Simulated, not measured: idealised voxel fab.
The document below concerns the process module designated voxel wiring stack.
The width of the displayed cross-section, cut, is 190 nm; its cells are square, with a size of 5 nm.
The cross-sections in this document take the form of a grid made of square cells. They are written out as bands, in order from top to bottom. Each band consists of one or more rows of cells.
Heights first: top, then bottom, in nm. Then materials, left to right, each with a width in nm. "throughout" on a single material: fills the band edge to edge. "blank": empty space.
It should be noted that heights are counted from 0, beneath which the wafer as supplied is of one material throughout, and that the lowest band possesses no lower boundary but continues downward, as written in "0 down".
A width such as "30->40" changes by the same amount from each row of cells to the next, from the band's top row to its bottom row.
"no alterations made", as given for a step, is the statement that not any cell of the cross-section underwent a change during that step.
Heads up: "Sealed voids" only lists the empty pockets with no open path to the top that are 8 cells or more, and it writes them as width x height at distance, distance from the left edge, in nm.
On each step's line, the part that comes after the settings is the simulator's own comment on the step.
A step's line can hold "overlay nm"; with a mask on that step, the setting says how far right of the planned place the mask lay, while a negative setting says it lay to the left.

Process steps - plan:
- 1: RECEIVE: material Si
- 2: CONFORMAL_DEP: material SiO2, thk nm 10
- 3: CONFORMAL_DEP: material SiN, thk nm 5
- 4: DIRECTIONAL_DEP: material lowk, thk nm 15
- 5: DIRECTIONAL_DEP: material aC, thk nm 10
- 6: PATTERN: tone open, mask id METAL_1, material resist, width nm 25, pitch nm 50, thk nm 30, overlay nm 0
- 7: DIRECTIONAL_ETCH: etch materials aC, depth nm 10
- 8: STRIP: etch materials resist
- 9: DIRECTIONAL_ETCH: etch materials lowk, depth nm 15
- 10: DIRECTIONAL_ETCH: etch materials SiN, depth nm 5
- 11: STRIP: etch materials aC
- 12: CONFORMAL_DEP: material TiN, thk nm 5
- 13: FILL_DEP: material Cu, thk nm 5
- 14: CMP: height nm 30
- 15: EPI: material Ru, thk nm 5
- 16: FILL_DEP: material SiCN, thk nm 5
- 17: DIRECTIONAL_DEP: material SiO2, thk nm 25
- 18: DIRECTIONAL_DEP: material aC, thk nm 15
- 19: PATTERN: tone open, mask id METAL_2, material resist, width nm 25, pitch nm 50, thk nm 30, overlay nm 0
- 20: DIRECTIONAL_ETCH: etch materials aC, depth nm 15
- 21: STRIP: etch materials resist
- 22: DIRECTIONAL_ETCH: etch materials SiO2, depth nm 15
- 23: STRIP: etch materials aC
- 24: MASKED_ETCH: tone open, mask id METAL_2_HOLES, width nm 15, etch materials SiO2, depth nm 10, overlay nm 0
- 25: MASKED_ETCH: tone open, mask id METAL_2_HOLES, width nm 15, etch materials SiCN, depth nm 5, overlay nm 0
- 26: CONFORMAL_DEP: material TiN, thk nm 5
- 27: FILL_DEP: material Cu, thk nm 5
- 28: CMP: height nm 65
- 29: CONFORMAL_DEP: material SiCN, thk nm 5

Cross-section, incoming material, after step 1:
	0 down: Si throughout
	Sealed voids: none

Sectioned view, first of two wafers, at the close of the module, processed as intended in the plan:
	70 to 65: SiCN throughout
	65 to 55: SiO2: 55, then TiN: 5, then Cu: 15, then TiN: 5, then SiO2: 25, then TiN: 5, then Cu: 15, then TiN: 5, then SiO2: 60
	55 to 50: SiO2: 55, then TiN: 5, then Cu: 5, then TiN: 15, then SiO2: 25, then TiN: 25, then SiO2: 60
	50 to 40: SiO2: 55, then TiN: 5, then Cu: 5, then TiN: 5, then SiO2: 120
	40 to 35: SiCN: 55, then TiN: 15, then SiCN: 120
	35 to 30: SiCN: 50, then Ru: 35, then SiCN: 15, then Ru: 35, then SiCN: 55
	30 to 15: lowk: 55, then TiN: 5, then Cu: 15, then TiN: 5, then lowk: 25, then TiN: 5, then Cu: 15, then TiN: 5, then lowk: 60
	15 to 10: SiN: 55, then TiN: 25, then SiN: 25, then TiN: 25, then SiN: 60
	10 to 0: SiO2 throughout
	0 down: Si throughout
	Sealed voids: none

Presented here is a cross-section of the second of the two wafers as it stood at the end of the module. It was started in the same manner and assigned the same plan as the first wafer; however, one mistake was made in its execution:
	70 to 65: SiCN throughout
	65 to 55: SiO2: 55, then TiN: 5, then Cu: 15, then TiN: 5, then SiO2: 25, then TiN: 5, then Cu: 15, then TiN: 5, then SiO2: 60
	55 to 50: SiO2: 55, then TiN: 10, then Cu: 5, then TiN: 10, then SiO2: 25, then TiN: 25, then SiO2: 60
	50 to 45: SiO2: 60, then TiN: 5, then Cu: 5, then TiN: 5, then SiO2: 115
	45 to 40: SiO2: 60, then TiN: 15, then SiO2: 115
	40 to 35: SiCN: 60, then TiN: 10, then SiCN: 120
	35 to 30: SiCN: 50, then Ru: 35, then SiCN: 15, then Ru: 35, then SiCN: 55
	30 to 15: lowk: 55, then TiN: 5, then Cu: 15, then TiN: 5, then lowk: 25, then TiN: 5, then Cu: 15, then TiN: 5, then lowk: 60
	15 to 10: SiN: 55, then TiN: 25, then SiN: 25, then TiN: 25, then SiN: 60
	10 to 0: SiO2 throughout
	0 down: Si throughout
	Sealed voids: none
What was the processing mistake? so step 24 ended up running with a different setting than we planned, it ran as MASKED_ETCH: tone open, mask id METAL_2_HOLES, width nm 15, etch materials SiO2, depth nm 10, overlay nm 5
Looking at both finished wafers in cells, the second ends up ahead of or behind the first on some materials: Cu: 1 fewer, SiCN: 1 more
